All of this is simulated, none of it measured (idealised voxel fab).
Title: Process Module voxel self aligned contacts
We display cut, a cross-section 230 nm in width whose square cells are each 5 nm.
Format of a cross-section: grid, square cells. Given as bands. Order: top down. Band: one or more rows of cells. For a band, the entry starts with two heights in nm, that of the top and then that of the bottom, and carries on with the band's materials in order from left to right, each alongside its width in nm; the word "edge to edge" beside a single material means it fills the band edge to edge, and "air" means empty space. We count height from 0. Below that, the starting wafer is all one material. The lowest band never ends at the bottom but goes on down; see "0 and below" for how that is written. A width such as "30 to 40" changes by the same amount from each row of cells to the next, from the band's top row to its bottom row. When a step is marked "nothing different", none of the cells in the cross-section changed during that step. Closed-off voids of 8+ cells (no open route to the top) go in "Enclosed internal cavities", written width x height at distance from the left edge, in nm. That trailing text on a step's line, after the settings, is the simulator's own remark on the step. overlay nm: right-of-plan distance of the mask on a masked step; negative values mean left-of-plan.
### Process steps - plan
1) op RECEIVE | material Si
2) op OXIDIZE | depth nm 5
3) op DIRECTIONAL_DEP | material polySi | thk nm 30
4) op DIRECTIONAL_DEP | material SiN | thk nm 20
5) op DIRECTIONAL_DEP | material aC | thk nm 15
6) op PATTERN | tone cover | mask id GATE | material resist | width nm 25 | pitch nm 50 | thk nm 30 | overlay nm 0
7) op DIRECTIONAL_ETCH | etch materials aC | depth nm 15
8) op STRIP | etch materials resist
9) op DIRECTIONAL_ETCH | etch materials SiN | depth nm 20
10) op DIRECTIONAL_ETCH | etch materials polySi | depth nm 30
11) op STRIP | etch materials aC
12) op CONFORMAL_DEP | material SiN | thk nm 5
13) op DIRECTIONAL_ETCH | etch materials SiN | depth nm 5
14) op FILL_DEP | material SiO2 | thk nm 20
15) op CMP | height nm 60
16) op PATTERN | tone open | mask id CONTACT | material resist | width nm 35 | thk nm 15 | overlay nm 0
17) op DIRECTIONAL_ETCH | etch materials SiO2 | depth nm 65
18) op STRIP | etch materials resist
19) op CONFORMAL_DEP | material TiN | thk nm 5
20) op FILL_DEP | material Ru | thk nm 5
21) op CMP | height nm 60
22) op CONFORMAL_DEP | material SiCN | thk nm 5
### Account of the first of two wafers, which was processed as intended
### Wafer at receipt (post step 1), cross-section
	0 and below  Si edge to edge
	Enclosed internal cavities: none
### You're looking at a cross-section of the wafer after step 2
	0 down to -5  SiO2 edge to edge
	Beneath the level -5, the cross-section is identical to its previous state.
### You're looking at a cross-section of the wafer after step 3
	30 down to 0  polySi edge to edge
	Beneath the level 0, the cross-section is identical to its previous state.
### You're looking at a cross-section of the wafer after step 4
	50 down to 30  SiN edge to edge
	Beneath the level 30, the cross-section is identical to its previous state.
### You're looking at a cross-section of the wafer after step 5
	65 down to 50  aC edge to edge
	Beneath the level 50, the cross-section is identical to its previous state.
### You're looking at a cross-section of the wafer after step 6
	95 down to 65  75 nm air  25 nm resist  25 nm air  25 nm resist  80 nm air
	Beneath the level 65, the cross-section is identical to its previous state.
### You're looking at a cross-section of the wafer after step 7
	80 down to 65  75 nm air  25 nm resist  25 nm air  25 nm resist  80 nm air
	65 down to 50  75 nm air  25 nm aC  25 nm air  25 nm aC  80 nm air
	Beneath the level 50, the cross-section is identical to its previous state.
### You're looking at a cross-section of the wafer after step 8
	65 down to 50  75 nm air  25 nm aC  25 nm air  25 nm aC  80 nm air
	Beneath the level 50, the cross-section is identical to its previous state.
### You're looking at a cross-section of the wafer after step 9
	65 down to 50  75 nm air  25 nm aC  25 nm air  25 nm aC  80 nm air
	50 down to 30  75 nm air  25 nm SiN  25 nm air  25 nm SiN  80 nm air
	Beneath the level 30, the cross-section is identical to its previous state.
### You're looking at a cross-section of the wafer after step 10
	65 down to 50  75 nm air  25 nm aC  25 nm air  25 nm aC  80 nm air
	50 down to 30  75 nm air  25 nm SiN  25 nm air  25 nm SiN  80 nm air
	30 down to 0  75 nm air  25 nm polySi  25 nm air  25 nm polySi  80 nm air
	Beneath the level 0, the cross-section is identical to its previous state.
### You're looking at a cross-section of the wafer after step 11
	50 down to 30  75 nm air  25 nm SiN  25 nm air  25 nm SiN  80 nm air
	Beneath the level 30, the cross-section is identical to its previous state.
### You're looking at a cross-section of the wafer after step 12
	55 down to 30  70 nm air  35 nm SiN  15 nm air  35 nm SiN  75 nm air
	30 down to 5  70 nm air  5 nm SiN  25 nm polySi  5 nm SiN  15 nm air  5 nm SiN  25 nm polySi  5 nm SiN  75 nm air
	5 down to 0  75 nm SiN  25 nm polySi  25 nm SiN  25 nm polySi  80 nm SiN
	Beneath the level 0, the cross-section is identical to its previous state.
### You're looking at a cross-section of the wafer after step 13
	50 down to 30  70 nm air  35 nm SiN  15 nm air  35 nm SiN  75 nm air
	30 down to 0  70 nm air  5 nm SiN  25 nm polySi  5 nm SiN  15 nm air  5 nm SiN  25 nm polySi  5 nm SiN  75 nm air
	Beneath the level 0, the cross-section is identical to its previous state.
### You're looking at a cross-section of the wafer after step 14
	70 down to 50  SiO2 edge to edge
	50 down to 30  70 nm SiO2  35 nm SiN  15 nm SiO2  35 nm SiN  75 nm SiO2
	30 down to 0  70 nm SiO2  5 nm SiN  25 nm polySi  5 nm SiN  15 nm SiO2  5 nm SiN  25 nm polySi  5 nm SiN  75 nm SiO2
	Beneath the level 0, the cross-section is identical to its previous state.
### You're looking at a cross-section of the wafer after step 15
	60 down to 50  SiO2 edge to edge
	Beneath the level 50, the cross-section is identical to its previous state.
### You're looking at a cross-section of the wafer after step 16
	75 down to 60  95 nm resist  35 nm air  100 nm resist
	Beneath the level 60, the cross-section is identical to its previous state.
### You're looking at a cross-section of the wafer after step 17
	75 down to 60  95 nm resist  35 nm air  100 nm resist
	60 down to 50  95 nm SiO2  35 nm air  100 nm SiO2
	50 down to 30  70 nm SiO2  35 nm SiN  15 nm air  35 nm SiN  75 nm SiO2
	30 down to 0  70 nm SiO2  5 nm SiN  25 nm polySi  5 nm SiN  15 nm air  5 nm SiN  25 nm polySi  5 nm SiN  75 nm SiO2
	0 down to -5  105 nm SiO2  15 nm air  110 nm SiO2
	Beneath the level -5, the cross-section is identical to its previous state.
### You're looking at a cross-section of the wafer after step 18
	60 down to 50  95 nm SiO2  35 nm air  100 nm SiO2
	Beneath the level 50, the cross-section is identical to its previous state.
### You're looking at a cross-section of the wafer after step 19
	65 down to 60  100 nm TiN  25 nm air  105 nm TiN
	60 down to 50  95 nm SiO2  5 to 15 nm TiN  25 to 5 nm air  5 to 15 nm TiN  100 nm SiO2
	50 down to 30  70 nm SiO2  35 nm SiN  5 nm TiN  5 nm air  5 nm TiN  35 nm SiN  75 nm SiO2
	30 down to 0  70 nm SiO2  5 nm SiN  25 nm polySi  5 nm SiN  5 nm TiN  5 nm air  5 nm TiN  5 nm SiN  25 nm polySi  5 nm SiN  75 nm SiO2
	0 down to -5  105 nm SiO2  15 nm TiN  110 nm SiO2
	Beneath the level -5, the cross-section is identical to its previous state.
### You're looking at a cross-section of the wafer after step 20
	70 down to 65  Ru edge to edge
	65 down to 60  100 nm TiN  25 nm Ru  105 nm TiN
	60 down to 50  95 nm SiO2  5 to 15 nm TiN  25 to 5 nm Ru  5 to 15 nm TiN  100 nm SiO2
	50 down to 30  70 nm SiO2  35 nm SiN  5 nm TiN  5 nm Ru  5 nm TiN  35 nm SiN  75 nm SiO2
	30 down to 0  70 nm SiO2  5 nm SiN  25 nm polySi  5 nm SiN  5 nm TiN  5 nm Ru  5 nm TiN  5 nm SiN  25 nm polySi  5 nm SiN  75 nm SiO2
	Beneath the level 0, the cross-section is identical to its previous state.
### You're looking at a cross-section of the wafer after step 21
	60 down to 50  95 nm SiO2  5 to 15 nm TiN  25 to 5 nm Ru  5 to 15 nm TiN  100 nm SiO2
	Beneath the level 50, the cross-section is identical to its previous state.
### You're looking at a cross-section of the wafer after step 22
	65 down to 60  SiCN edge to edge
	Beneath the level 60, the cross-section is identical to its previous state.
### What follows concerns the second wafer, which started out like the first and was meant to follow the very same plan; one mistake crept in when it was run, but everything up to and including step 5 is the same as for the first wafer
### Second wafer shown in cross-section at the time step 6 was slated to end
	95 down to 65  85 nm air  25 nm resist  25 nm air  25 nm resist  70 nm air
	Beneath the level 65, the cross-section is identical to its previous state.
### Second wafer shown in cross-section at the time step 7 was slated to end
	80 down to 65  85 nm air  25 nm resist  25 nm air  25 nm resist  70 nm air
	65 down to 50  85 nm air  25 nm aC  25 nm air  25 nm aC  70 nm air
	Beneath the level 50, the cross-section is identical to its previous state.
### Second wafer shown in cross-section at the time step 8 was slated to end
	65 down to 50  85 nm air  25 nm aC  25 nm air  25 nm aC  70 nm air
	Beneath the level 50, the cross-section is identical to its previous state.
### Second wafer shown in cross-section at the time step 9 was slated to end
	65 down to 50  85 nm air  25 nm aC  25 nm air  25 nm aC  70 nm air
	50 down to 30  85 nm air  25 nm SiN  25 nm air  25 nm SiN  70 nm air
	Beneath the level 30, the cross-section is identical to its previous state.
### Second wafer shown in cross-section at the time step 10 was slated to end
	65 down to 50  85 nm air  25 nm aC  25 nm air  25 nm aC  70 nm air
	50 down to 30  85 nm air  25 nm SiN  25 nm air  25 nm SiN  70 nm air
	30 down to 0  85 nm air  25 nm polySi  25 nm air  25 nm polySi  70 nm air
	Beneath the level 0, the cross-section is identical to its previous state.
### Second wafer shown in cross-section at the time step 11 was slated to end
	50 down to 30  85 nm air  25 nm SiN  25 nm air  25 nm SiN  70 nm air
	Beneath the level 30, the cross-section is identical to its previous state.
### Second wafer shown in cross-section at the time step 12 was slated to end
	55 down to 30  80 nm air  35 nm SiN  15 nm air  35 nm SiN  65 nm air
	30 down to 5  80 nm air  5 nm SiN  25 nm polySi  5 nm SiN  15 nm air  5 nm SiN  25 nm polySi  5 nm SiN  65 nm air
	5 down to 0  85 nm SiN  25 nm polySi  25 nm SiN  25 nm polySi  70 nm SiN
	Beneath the level 0, the cross-section is identical to its previous state.
### Second wafer shown in cross-section at the time step 13 was slated to end
	50 down to 30  80 nm air  35 nm SiN  15 nm air  35 nm SiN  65 nm air
	30 down to 0  80 nm air  5 nm SiN  25 nm polySi  5 nm SiN  15 nm air  5 nm SiN  25 nm polySi  5 nm SiN  65 nm air
	Beneath the level 0, the cross-section is identical to its previous state.
### Second wafer shown in cross-section at the time step 14 was slated to end
	70 down to 50  SiO2 edge to edge
	50 down to 30  80 nm SiO2  35 nm SiN  15 nm SiO2  35 nm SiN  65 nm SiO2
	30 down to 0  80 nm SiO2  5 nm SiN  25 nm polySi  5 nm SiN  15 nm SiO2  5 nm SiN  25 nm polySi  5 nm SiN  65 nm SiO2
	Beneath the level 0, the cross-section is identical to its previous state.
### Second wafer shown in cross-section at the time step 15 was slated to end
	60 down to 50  SiO2 edge to edge
	Beneath the level 50, the cross-section is identical to its previous state.
### Second wafer shown in cross-section at the time step 16 was slated to end
	75 down to 60  95 nm resist  35 nm air  100 nm resist
	Beneath the level 60, the cross-section is identical to its previous state.
### Second wafer shown in cross-section at the time step 17 was slated to end
	75 down to 60  95 nm resist  35 nm air  100 nm resist
	60 down to 50  95 nm SiO2  35 nm air  100 nm SiO2
	50 down to 30  80 nm SiO2  35 nm SiN  15 nm air  35 nm SiN  65 nm SiO2
	30 down to 0  80 nm SiO2  5 nm SiN  25 nm polySi  5 nm SiN  15 nm air  5 nm SiN  25 nm polySi  5 nm SiN  65 nm SiO2
	0 down to -5  115 nm SiO2  15 nm air  100 nm SiO2
	Beneath the level -5, the cross-section is identical to its previous state.
### Second wafer shown in cross-section at the time step 18 was slated to end
	60 down to 50  95 nm SiO2  35 nm air  100 nm SiO2
	Beneath the level 50, the cross-section is identical to its previous state.
### Second wafer shown in cross-section at the time step 19 was slated to end
	65 down to 60  100 nm TiN  25 nm air  105 nm TiN
	60 down to 50  95 nm SiO2  5 to 25 nm TiN  25 to 5 nm air  5 nm TiN  100 nm SiO2
	50 down to 30  80 nm SiO2  35 nm SiN  5 nm TiN  5 nm air  5 nm TiN  35 nm SiN  65 nm SiO2
	30 down to 0  80 nm SiO2  5 nm SiN  25 nm polySi  5 nm SiN  5 nm TiN  5 nm air  5 nm TiN  5 nm SiN  25 nm polySi  5 nm SiN  65 nm SiO2
	0 down to -5  115 nm SiO2  15 nm TiN  100 nm SiO2
	Beneath the level -5, the cross-section is identical to its previous state.
### Second wafer shown in cross-section at the time step 20 was slated to end
	70 down to 65  Ru edge to edge
	65 down to 60  100 nm TiN  25 nm Ru  105 nm TiN
	60 down to 50  95 nm SiO2  5 to 25 nm TiN  25 to 5 nm Ru  5 nm TiN  100 nm SiO2
	50 down to 30  80 nm SiO2  35 nm SiN  5 nm TiN  5 nm Ru  5 nm TiN  35 nm SiN  65 nm SiO2
	30 down to 0  80 nm SiO2  5 nm SiN  25 nm polySi  5 nm SiN  5 nm TiN  5 nm Ru  5 nm TiN  5 nm SiN  25 nm polySi  5 nm SiN  65 nm SiO2
	Beneath the level 0, the cross-section is identical to its previous state.
### Second wafer shown in cross-section at the time step 21 was slated to end
	60 down to 50  95 nm SiO2  5 to 25 nm TiN  25 to 5 nm Ru  5 nm TiN  100 nm SiO2
	Beneath the level 50, the cross-section is identical to its previous state.
### Second wafer shown in cross-section at the time step 22 was slated to end
	65 down to 60  SiCN edge to edge
	Beneath the level 60, the cross-section is identical to its previous state.
It is concluded that the wafer was processed incorrectly with respect to the plan, in that for step 6, the planned setting was not used; the step was instead run as op PATTERN | tone cover | mask id GATE | material resist | width nm 25 | pitch nm 50 | thk nm 30 | overlay nm 10
If you tally the cells, the second wafer ends up with the same amount of every material as the first; it's all just sitting in different places.
